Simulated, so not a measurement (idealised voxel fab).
Process module, titled voxel spacer lines
For reference, the cross-section in this document is cut, with width 225 nm and square cells of 5 nm.
How to read a cross-section here: the picture is a grid of square cells, written as bands going from the top down, and any band can span one or more rows of cells. What a band's entry tells you: where the top is and where the bottom is, as heights in nm, and after that what lies inside, material by material from left to right, each with its width in nm. Empty space is written as the word "empty", and a single material marked with the word "full width" occupies the band from edge to edge. Ref level 0: as-received wafer is one material below here. Bottom band extends down with no lower bound ("0 and below"). So if you see something like "30..40" for the width, read it as the top row of the band sitting at the first number and the bottom row at the second, with every row in between moving by the same amount as the last. A step reported as "no modifications" is a step in which no cell of the cross-section changed. "Enclosed void inventory" enumerates empty spaces isolated from the top, with no open way to it, that contain at least 8 cells, giving each as width x height at distance from the left edge, all three in nm. On a step's line, text after the settings is the simulator commenting on that step. overlay nm: how far to the right of its planned place the mask lay on this masked step (negative: to the left).
[Steps in the process plan]
| 1 | RECEIVE,material Si |
| 2 | CONFORMAL_DEP,material SiO2,thk nm 5 |
| 3 | DIRECTIONAL_DEP,material TiN,thk nm 20 |
| 4 | DIRECTIONAL_DEP,material polySi,thk nm 25 |
| 5 | PATTERN,tone cover,mask id MANDREL,material resist,width nm 15,pitch nm 50,thk nm 35,overlay nm 0 |
| 6 | DIRECTIONAL_ETCH,etch materials polySi,depth nm 25 |
| 7 | STRIP,etch materials resist |
| 8 | CONFORMAL_DEP,material SiN,thk nm 10 |
| 9 | DIRECTIONAL_ETCH,etch materials SiN,depth nm 10 |
| 10 | STRIP,etch materials polySi |
| 11 | DIRECTIONAL_ETCH,etch materials TiN,depth nm 20 |
| 12 | STRIP,etch materials SiN |
[Cross-section of the wafer as it came to us, i.e., already through step 1]
    0 and below = Si full width
    Enclosed void inventory: none
[Cross-section at module end, one run error; start and plan unchanged from above]
    25 down to 5 = empty (45); TiN (10); empty (20); TiN (10); empty (10); TiN (10); empty (20); TiN (10); empty (10); TiN (10); empty (20); TiN (10); empty (40)
    5 down to 0 = SiO2 full width
    0 and below = Si full width
    Enclosed void inventory: none
Against the plan, the run slipped here: not per plan at step 5, really ran PATTERN,tone cover,mask id MANDREL,material resist,width nm 20,pitch nm 50,thk nm 35,overlay nm 0
